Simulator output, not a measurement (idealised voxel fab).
The name of this process module is voxel plated lines.
Square cell edge 5 nm, section width 200 nm, ID cut.
A cross-section is written here as square cells arranged in a grid, and it is given in bands from the top down, each band taking up one or more rows of cells.
Band: top and bottom heights (nm) first, top before bottom; then materials from left to right, widths in nm. "everywhere" marks a sole material filling the band edge to edge. "empty" denotes empty space.
Height is counted from the level 0, under which the received wafer is composed throughout of one material. The lowest of the bands is not closed at the bottom but continues downward, in the notation "0 -> down".
Width: "30 to 40" (first number = top row, second number = bottom row, same change from row to row of cells).
No cell of the cross-section changed in a step that is given as "remained the same".
"Fully enclosed voids" contains a list of empty spaces, each no smaller than 8 cells and without an open way to the top, written in the form width x height at distance with the distance from the left edge and all three in nm.
Post-settings text on a step line: simulator's own remark regarding the step.
overlay nm: for a step with a mask, the amount by which the mask lay right of where it was planned; a negative amount means left of it.
Process steps - plan:
1: RECEIVE [material Si]
2: CONFORMAL_DEP [material Al2O3] [thk nm 10]
3: DIRECTIONAL_DEP [material TiN] [thk nm 5]
4: PATTERN [tone open] [mask id LINES] [material resist] [width nm 25] [pitch nm 55] [thk nm 35] [overlay nm 0]
5: EPI [material Ru] [thk nm 10]
6: EPI [material Ru] [thk nm 5]
7: EPI [material Ru] [thk nm 5]
8: STRIP [etch materials resist]
9: DIRECTIONAL_ETCH [etch materials TiN] [depth nm 5]
10: CONFORMAL_DEP [material SiN] [thk nm 10]
Wafer cross-section on receipt, i.e. after step 1:
> 0 -> down | Si everywhere
> Fully enclosed voids: none
Cross-section: first of two wafers, module finished, run according to plan:
> 45 -> 35 | 50 nm empty, then 45 nm SiN, then 10 nm empty, then 45 nm SiN, then 50 nm empty
> 35 -> 20 | 50 nm empty, then 10 nm SiN, then 25 nm Ru, then 10 nm SiN, then 10 nm empty, then 10 nm SiN, then 25 nm Ru, then 10 nm SiN, then 50 nm empty
> 20 -> 15 | 60 nm SiN, then 25 nm Ru, then 30 nm SiN, then 25 nm Ru, then 60 nm SiN
> 15 -> 10 | 60 nm SiN, then 25 nm TiN, then 30 nm SiN, then 25 nm TiN, then 60 nm SiN
> 10 -> 0 | Al2O3 everywhere
> 0 -> down | Si everywhere
> Fully enclosed voids: none
This cross-section belongs to the second wafer of two at the end of the module; the start and the plan were shared with the first, and the run included one mistake:
> 45 -> 35 | 45 nm empty, then 45 nm SiN, then 10 nm empty, then 45 nm SiN, then 55 nm empty
> 35 -> 20 | 45 nm empty, then 10 nm SiN, then 25 nm Ru, then 10 nm SiN, then 10 nm empty, then 10 nm SiN, then 25 nm Ru, then 10 nm SiN, then 55 nm empty
> 20 -> 15 | 55 nm SiN, then 25 nm Ru, then 30 nm SiN, then 25 nm Ru, then 65 nm SiN
> 15 -> 10 | 55 nm SiN, then 25 nm TiN, then 30 nm SiN, then 25 nm TiN, then 65 nm SiN
> 10 -> 0 | Al2O3 everywhere
> 0 -> down | Si everywhere
> Fully enclosed voids: none
In executing the process, a mistake was made relative to the plan: step 4 was processed under conditions differing from the plan, specifically as PATTERN [tone open] [mask id LINES] [material resist] [width nm 25] [pitch nm 55] [thk nm 35] [overlay nm -5]
Heads up: at the end the two wafers have identical cell counts per material, they're just laid out differently.
